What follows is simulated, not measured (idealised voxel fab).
The following process module bears the name voxel capacitor over wiring.
The cross-section on display is named cut; it measures 285 nm wide, and its cells are 5 nm squares.
Reading order for cross-sections: top band down to bottom band. Underlying form: a grid of square cells. Band size: one or more rows of cells.
Band: top height; bottom height; in nm. Then, left to right: material with width in nm, for each material. "everywhere": a single material spanning edge to edge. "blank": empty space.
Height 0 is the level under which the wafer as received is all one material. The lowest band goes on downwards, as in "top 0, no bottom".
A width such as "30 to 40" changes by the same amount from each row of cells to the next, from the band's top row to its bottom row.
"remained unchanged" for a step: no cell of the cross-section changed in that step.
"Cavities, sealed" contains a list of empty spaces, each no smaller than 8 cells and without an open way to the top, written in the form width x height at distance with the distance from the left edge and all three in nm.
Text after the settings on a step's line: the simulator's own remark on that step.
overlay nm: on a step with a mask, how far right of its planned place the mask lay; negative means left.
Below is the list of planned process steps
- 1: op RECEIVE | material Si
- 2: op CONFORMAL_DEP | material SiO2 | thk nm 10
- 3: op CONFORMAL_DEP | material SiN | thk nm 5
- 4: op DIRECTIONAL_DEP | material SiO2 | thk nm 20
- 5: op MASKED_ETCH | tone open | mask id METAL_1 | width nm 30 | pitch nm 90 | etch materials SiO2 | depth nm 20 | overlay nm 0
- 6: op MASKED_ETCH | tone open | mask id METAL_1 | width nm 30 | pitch nm 90 | etch materials SiN | depth nm 5 | overlay nm 0
- 7: op CONFORMAL_DEP | material TiN | thk nm 5
- 8: op FILL_DEP | material W | thk nm 5
- 9: op CMP | height nm 35
- 10: op CONFORMAL_DEP | material SiCN | thk nm 5
- 11: op DIRECTIONAL_DEP | material SiO2 | thk nm 15
- 12: op PATTERN | tone open | mask id PLUG_1 | material resist | width nm 15 | thk nm 15 | overlay nm 0
- 13: op DIRECTIONAL_ETCH | etch materials SiO2 | depth nm 15
- 14: op DIRECTIONAL_ETCH | etch materials SiCN | depth nm 5
- 15: op STRIP | etch materials resist
- 16: op EPI | material Ru | thk nm 10
- 17: op EPI | material Ru | thk nm 10
- 18: op DIRECTIONAL_DEP | material TiN | thk nm 10
- 19: op DIRECTIONAL_DEP | material SiN | thk nm 5
- 20: op DIRECTIONAL_DEP | material TiN | thk nm 5
- 21: op DIRECTIONAL_DEP | material aC | thk nm 15
- 22: op PATTERN | tone cover | mask id UPPER_PLATE | material resist | width nm 65 | thk nm 30 | overlay nm 0
- 23: op DIRECTIONAL_ETCH | etch materials aC | depth nm 15
- 24: op STRIP | etch materials resist
- 25: op DIRECTIONAL_ETCH | etch materials TiN | depth nm 5
- 26: op DIRECTIONAL_ETCH | etch materials SiN | depth nm 5
- 27: op STRIP | etch materials aC
- 28: op DIRECTIONAL_DEP | material aC | thk nm 15
- 29: op PATTERN | tone cover | mask id LOWER_PLATE | material resist | width nm 75 | thk nm 35 | overlay nm 0
- 30: op DIRECTIONAL_ETCH | etch materials aC | depth nm 15
- 31: op STRIP | etch materials resist
- 32: op DIRECTIONAL_ETCH | etch materials TiN | depth nm 10
- 33: op STRIP | etch materials aC
- 34: op FILL_DEP | material SiO2 | thk nm 15
- 35: op CMP | height nm 85
- 36: op DIRECTIONAL_DEP | material aC | thk nm 15
- 37: op PATTERN | tone open | mask id PLUG_2 | material resist | width nm 15 | thk nm 35 | overlay nm 0
- 38: op DIRECTIONAL_ETCH | etch materials aC | depth nm 15
- 39: op STRIP | etch materials resist
- 40: op DIRECTIONAL_ETCH | etch materials SiO2 | depth nm 10
- 41: op STRIP | etch materials aC
- 42: op CONFORMAL_DEP | material TiN | thk nm 5
- 43: op FILL_DEP | material Ru | thk nm 5
- 44: op CMP | height nm 85
- 45: op CONFORMAL_DEP | material SiN | thk nm 5
Delivered wafer in cross-section: state after step 1
> top 0, no bottom  Si everywhere
> Cavities, sealed: none
Final cross-section, module run with one mistake (start and plan as above)
> top 90, bottom 85  SiN everywhere
> top 85, bottom 80  SiO2 105 nm / TiN 5 nm / Ru 5 nm / TiN 5 nm / SiO2 165 nm
> top 80, bottom 70  SiO2 105 to 90 nm / TiN 15 to 75 nm / SiO2 165 to 120 nm
> top 70, bottom 65  SiO2 90 nm / SiN 75 nm / SiO2 120 nm
> top 65, bottom 55  SiO2 90 nm / TiN 75 nm / SiO2 120 nm
> top 55, bottom 40  SiO2 95 nm / Ru 15 nm / SiO2 175 nm
> top 40, bottom 35  SiCN 95 nm / Ru 15 nm / SiCN 175 nm
> top 35, bottom 15  SiO2 80 nm / TiN 5 nm / W 20 nm / TiN 5 nm / SiO2 60 nm / TiN 5 nm / W 20 nm / TiN 5 nm / SiO2 85 nm
> top 15, bottom 10  SiN 80 nm / TiN 30 nm / SiN 60 nm / TiN 30 nm / SiN 85 nm
> top 10, bottom 0  SiO2 everywhere
> top 0, no bottom  Si everywhere
> Cavities, sealed: none
Diagnosis: step 22 did not use the planned setting and instead ran as op PATTERN | tone cover | mask id UPPER_PLATE | material resist | width nm 75 | thk nm 30 | overlay nm 0
